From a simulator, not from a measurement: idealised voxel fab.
The document below concerns the process module designated voxel self aligned vias.
Cross-section cut spans 255 nm and uses square cells 5 nm in size.
Cross-section layout: square cells on a grid; listed as bands, top to bottom; a band spans one or more cell rows. Within each band entry, the heights of the top and of the bottom of the band appear first, in that order and in nm; the materials of the band then follow from left to right, each with its corresponding width in nm. The designation "full width" on a single material indicates that it fills the band from edge to edge; the designation "blank" indicates empty space. Heights are measured from 0, the level below which the as-received wafer is all one material; the lowest band has no bottom and continues downward, written as in "0 and below". You'd read "30..40" like this: the band's top row of cells is as wide as the first number, its bottom row is as wide as the second, and going down, every row changes width by the same amount as the row before did. "stayed the same" after a step means that no cell of the cross-section changed. Under "Voids, sealed" you'll find the enclosed gaps, the ones with no way out to the top, that are 8 cells or bigger; each reads width x height at distance, with distance counted from the left edge, everything in nm. Read whatever lies past the settings on a step's line as the simulator's own remark about the step. "overlay nm" denotes, for a step that has a mask, the displacement of the mask to the right of its planned place, with negative values corresponding to the left.
LIST OF PLANNED PROCESS STEPS
1: RECEIVE [material Si]
2: CONFORMAL_DEP [material SiO2] [thk nm 15]
3: CONFORMAL_DEP [material SiCN] [thk nm 5]
4: DIRECTIONAL_DEP [material SiO2] [thk nm 30]
5: MASKED_ETCH [tone open] [mask id LINES] [width nm 25] [pitch nm 65] [etch materials SiO2] [depth nm 30] [overlay nm 0]
6: CONFORMAL_DEP [material TiN] [thk nm 5]
7: FILL_DEP [material W] [thk nm 5]
8: CMP [height nm 50]
9: SELECTIVE_ETCH [etch materials W Ru TiN] [depth nm 5]
10: FILL_DEP [material SiN] [thk nm 10]
11: CMP [height nm 50]
12: DIRECTIONAL_DEP [material SiO2] [thk nm 20]
13: MASKED_ETCH [tone open] [mask id VIAS] [width nm 45] [pitch nm 65] [etch materials SiO2] [depth nm 20] [overlay nm 0]
14: MASKED_ETCH [tone open] [mask id VIAS] [width nm 45] [pitch nm 65] [etch materials SiN] [depth nm 5] [overlay nm 0]
15: CONFORMAL_DEP [material TiN] [thk nm 5]
16: FILL_DEP [material Cu] [thk nm 5]
17: CMP [height nm 70]
18: CONFORMAL_DEP [material SiCN] [thk nm 5]
DELIVERED WAFER IN CROSS-SECTION: STATE AFTER STEP 1
- 0 and below = Si full width
- Voids, sealed: none
END-OF-MODULE CROSS-SECTION OF THE FIRST OF TWO WAFERS, PROCESSED AS PLANNED
- 75 down to 70 = SiCN full width
- 70 down to 55 = SiO2 40 nm, then TiN 5 nm, then Cu 35 nm, then TiN 5 nm, then SiO2 20 nm, then TiN 5 nm, then Cu 35 nm, then TiN 5 nm, then SiO2 20 nm, then TiN 5 nm, then Cu 35 nm, then TiN 5 nm, then SiO2 40 nm
- 55 down to 50 = SiO2 40 nm, then TiN 15 nm, then Cu 15 nm, then TiN 15 nm, then SiO2 20 nm, then TiN 15 nm, then Cu 15 nm, then TiN 15 nm, then SiO2 20 nm, then TiN 15 nm, then Cu 15 nm, then TiN 15 nm, then SiO2 40 nm
- 50 down to 45 = SiO2 50 nm, then TiN 25 nm, then SiO2 40 nm, then TiN 25 nm, then SiO2 40 nm, then TiN 25 nm, then SiO2 50 nm
- 45 down to 25 = SiO2 50 nm, then TiN 5 nm, then W 15 nm, then TiN 5 nm, then SiO2 40 nm, then TiN 5 nm, then W 15 nm, then TiN 5 nm, then SiO2 40 nm, then TiN 5 nm, then W 15 nm, then TiN 5 nm, then SiO2 50 nm
- 25 down to 20 = SiO2 50 nm, then TiN 25 nm, then SiO2 40 nm, then TiN 25 nm, then SiO2 40 nm, then TiN 25 nm, then SiO2 50 nm
- 20 down to 15 = SiCN full width
- 15 down to 0 = SiO2 full width
- 0 and below = Si full width
- Voids, sealed: none
SECOND WAFER CROSS-SECTION AT END OF MODULE - SHARED START AND PLAN WITH THE FIRST, ONE MISTAKE IN THE RUN
- 75 down to 70 = SiCN full width
- 70 down to 55 = Cu 35 nm, then TiN 5 nm, then SiO2 45 nm, then TiN 5 nm, then Cu 10 nm, then TiN 5 nm, then SiO2 45 nm, then TiN 5 nm, then Cu 10 nm, then TiN 5 nm, then SiO2 45 nm, then TiN 5 nm, then Cu 35 nm
- 55 down to 50 = TiN 40 nm, then SiO2 45 nm, then TiN 20 nm, then SiO2 45 nm, then TiN 20 nm, then SiO2 45 nm, then TiN 40 nm
- 50 down to 45 = SiO2 50 nm, then SiN 25 nm, then SiO2 40 nm, then SiN 25 nm, then SiO2 40 nm, then SiN 25 nm, then SiO2 50 nm
- 45 down to 25 = SiO2 50 nm, then TiN 5 nm, then W 15 nm, then TiN 5 nm, then SiO2 40 nm, then TiN 5 nm, then W 15 nm, then TiN 5 nm, then SiO2 40 nm, then TiN 5 nm, then W 15 nm, then TiN 5 nm, then SiO2 50 nm
- 25 down to 20 = SiO2 50 nm, then TiN 25 nm, then SiO2 40 nm, then TiN 25 nm, then SiO2 40 nm, then TiN 25 nm, then SiO2 50 nm
- 20 down to 15 = SiCN full width
- 15 down to 0 = SiO2 full width
- 0 and below = Si full width
- Voids, sealed: none
What was the processing mistake? step 13 did not use the planned setting and instead ran as MASKED_ETCH [tone cover] [mask id VIAS] [width nm 45] [pitch nm 65] [etch materials SiO2] [depth nm 20] [overlay nm 0]
In the final state, the cell counts of the second wafer exceed or fall short of those of the first for the following materials: Cu -18; SiN +15; SiO2 +12; TiN -9
